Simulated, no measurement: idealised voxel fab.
process module | voxel air gaps
cross-section cut | 255 nm wide | cells 5 nm
A cross-section is a grid of square cells, given in bands from the top down. A band is one or more rows of cells.
Each band's line starts with the height of the band's top and of its bottom, in nm. Then come its materials from left to right, each with its width in nm. One material with "throughout" fills the band from edge to edge. "air" is empty space.
Height 0 is the level under which the wafer as received is all one material. The lowest band goes on downwards, as in "0 down".
A width such as "30 to 40" changes by the same amount from each row of cells to the next, from the band's top row to its bottom row.
"no change" after a step means that no cell of the cross-section changed.
closed voids: empty space of 8 cells or more with no open way to the top, each as width x height at its distance from the left edge, in nm
after a step's settings: what the simulator itself notes on the step
overlay nm, on a step with a mask: how far to the right of its planned place the mask lay; to the left if negative
plan
1 op RECEIVE | material Si
2 op CONFORMAL_DEP | material SiO2 | thk nm 15
3 op CONFORMAL_DEP | material SiN | thk nm 5
4 op DIRECTIONAL_DEP | material SiO2 | thk nm 35
5 op MASKED_ETCH | tone open | mask id LINES | width nm 15 | pitch nm 45 | etch materials SiO2 | depth nm 35 | overlay nm 0
6 op CONFORMAL_DEP | material TiN | thk nm 5
7 op FILL_DEP | material W | thk nm 10
8 op CMP | height nm 55
9 op EPI | material Ru | thk nm 10
10 op SELECTIVE_ETCH | etch materials SiO2 | depth nm 45
11 op CONFORMAL_DEP | material SiN | thk nm 5
as received, after step 1
  0 down: Si throughout
  closed voids: none
first wafer at the end, as planned
  70 to 65: air 35 | SiN 180 | air 40
  65 to 55: air 35 | SiN 5 | Ru 35 | SiN 10 | Ru 35 | SiN 10 | Ru 35 | SiN 10 | Ru 35 | SiN 5 | air 40
  55 to 50: air 35 | SiN 15 | TiN 5 | W 5 | TiN 5 | SiN 30 | TiN 5 | W 5 | TiN 5 | SiN 30 | TiN 5 | W 5 | TiN 5 | SiN 30 | TiN 5 | W 5 | TiN 5 | SiN 15 | air 40
  50 to 25: air 45 | SiN 5 | TiN 5 | W 5 | TiN 5 | SiN 5 | air 20 | SiN 5 | TiN 5 | W 5 | TiN 5 | SiN 5 | air 20 | SiN 5 | TiN 5 | W 5 | TiN 5 | SiN 5 | air 20 | SiN 5 | TiN 5 | W 5 | TiN 5 | SiN 5 | air 50
  25 to 20: SiN 50 | TiN 15 | SiN 30 | TiN 15 | SiN 30 | TiN 15 | SiN 30 | TiN 15 | SiN 55
  20 to 15: SiN throughout
  15 to 0: SiO2 throughout
  0 down: Si throughout
  closed voids: 20 x 25 at 70; 20 x 25 at 115; 20 x 25 at 160
second wafer at the end: like start, like plan, one mistake
  70 to 55: air 35 | Ru 180 | air 40
  55 to 50: air 35 | Ru 15 | TiN 5 | W 5 | TiN 5 | Ru 30 | TiN 5 | W 5 | TiN 5 | Ru 30 | TiN 5 | W 5 | TiN 5 | Ru 30 | TiN 5 | W 5 | TiN 5 | Ru 15 | air 40
  50 to 25: air 45 | Ru 5 | TiN 5 | W 5 | TiN 5 | Ru 5 | air 20 | Ru 5 | TiN 5 | W 5 | TiN 5 | Ru 5 | air 20 | Ru 5 | TiN 5 | W 5 | TiN 5 | Ru 5 | air 20 | Ru 5 | TiN 5 | W 5 | TiN 5 | Ru 5 | air 50
  25 to 20: Ru 50 | TiN 15 | Ru 30 | TiN 15 | Ru 30 | TiN 15 | Ru 30 | TiN 15 | Ru 55
  20 to 15: SiN throughout
  15 to 0: SiO2 throughout
  0 down: Si throughout
  closed voids: 20 x 25 at 70; 20 x 25 at 115; 20 x 25 at 160
what went wrong: step 11 ran as: op CONFORMAL_DEP | material Ru | thk nm 5
at the end the second wafer has, in cells: 155 more of Ru | 155 fewer of SiN
